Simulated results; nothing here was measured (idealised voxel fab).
process module | voxel capacitor over wiring
cross-section cut | 240 nm wide | cells 5 nm
A cross-section is a grid of square cells, given in bands from the top down. A band is one or more rows of cells.
Each band's line starts with the height of the band's top and of its bottom, in nm. Then come its materials from left to right, each with its width in nm. One material with "throughout" fills the band from edge to edge. "air" is empty space.
Height 0 is the level under which the wafer as received is all one material. The lowest band goes on downwards, as in "0 down".
A width such as "30 to 40" changes by the same amount from each row of cells to the next, from the band's top row to its bottom row.
"no change" after a step means that no cell of the cross-section changed.
closed voids: empty space of 8 cells or more with no open way to the top, each as width x height at its distance from the left edge, in nm
after a step's settings: what the simulator itself notes on the step
overlay nm, on a step with a mask: how far to the right of its planned place the mask lay; to the left if negative
plan
1 op RECEIVE | material Si
2 op CONFORMAL_DEP | material SiO2 | thk nm 15
3 op DIRECTIONAL_DEP | material TiN | thk nm 5
4 op DIRECTIONAL_DEP | material W | thk nm 15
5 op MASKED_ETCH | tone cover | mask id METAL_1 | width nm 30 | pitch nm 90 | etch materials W | depth nm 15 | overlay nm 0
6 op MASKED_ETCH | tone cover | mask id METAL_1 | width nm 30 | pitch nm 90 | etch materials TiN | depth nm 5 | overlay nm 0
7 op FILL_DEP | material SiO2 | thk nm 5
8 op CMP | height nm 35
9 op CONFORMAL_DEP | material SiCN | thk nm 5
10 op DIRECTIONAL_DEP | material SiO2 | thk nm 20
11 op DIRECTIONAL_DEP | material aC | thk nm 10
12 op PATTERN | tone open | mask id PLUG_1 | material resist | width nm 15 | thk nm 30 | overlay nm 0
13 op DIRECTIONAL_ETCH | etch materials aC | depth nm 5
14 op STRIP | etch materials resist
15 op DIRECTIONAL_ETCH | etch materials SiO2 | depth nm 20
16 op DIRECTIONAL_ETCH | etch materials SiCN | depth nm 5
17 op STRIP | etch materials aC
18 op EPI | material Ru | thk nm 10
19 op EPI | material Ru | thk nm 10
20 op EPI | material Ru | thk nm 5
21 op DIRECTIONAL_DEP | material TiN | thk nm 5
22 op DIRECTIONAL_DEP | material SiN | thk nm 5
23 op DIRECTIONAL_DEP | material TiN | thk nm 5
24 op MASKED_ETCH | tone cover | mask id UPPER_PLATE | width nm 65 | etch materials TiN | depth nm 5 | overlay nm 0
25 op MASKED_ETCH | tone cover | mask id UPPER_PLATE | width nm 65 | etch materials SiN | depth nm 5 | overlay nm 0
26 op MASKED_ETCH | tone cover | mask id LOWER_PLATE | width nm 75 | etch materials TiN | depth nm 5 | overlay nm 0
27 op FILL_DEP | material SiO2 | thk nm 20
28 op CMP | height nm 90
29 op DIRECTIONAL_DEP | material aC | thk nm 10
30 op PATTERN | tone open | mask id PLUG_2 | material resist | width nm 15 | thk nm 30 | overlay nm 0
31 op DIRECTIONAL_ETCH | etch materials aC | depth nm 10
32 op STRIP | etch materials resist
33 op DIRECTIONAL_ETCH | etch materials SiO2 | depth nm 15
34 op STRIP | etch materials aC
35 op CONFORMAL_DEP | material TiN | thk nm 5
36 op FILL_DEP | material W | thk nm 5
37 op CMP | height nm 90
38 op CONFORMAL_DEP | material SiCN | thk nm 5
varied across the wafers: depth nm of step 13. The plan shows the first wafer's value. All wafers start alike
first wafer as received, after step 1
  0 down: Si throughout
  closed voids: none
each wafer at the end: cells of each material gained (+) or lost (-) since it was received, then its closed voids
depth nm 5 | +96 SiCN | +13 SiN | +718 SiO2 | +47 TiN | +38 W | closed voids: none
depth nm 10 | +15 Ru | +93 SiCN | +13 SiN | +706 SiO2 | +47 TiN | +38 W | closed voids: none
depth nm 15 | +15 Ru | +93 SiCN | +13 SiN | +706 SiO2 | +47 TiN | +38 W | closed voids: none
depth nm 20 | +15 Ru | +93 SiCN | +13 SiN | +706 SiO2 | +47 TiN | +38 W | closed voids: none
depth nm 25 | +15 Ru | +93 SiCN | +13 SiN | +706 SiO2 | +47 TiN | +38 W | closed voids: none
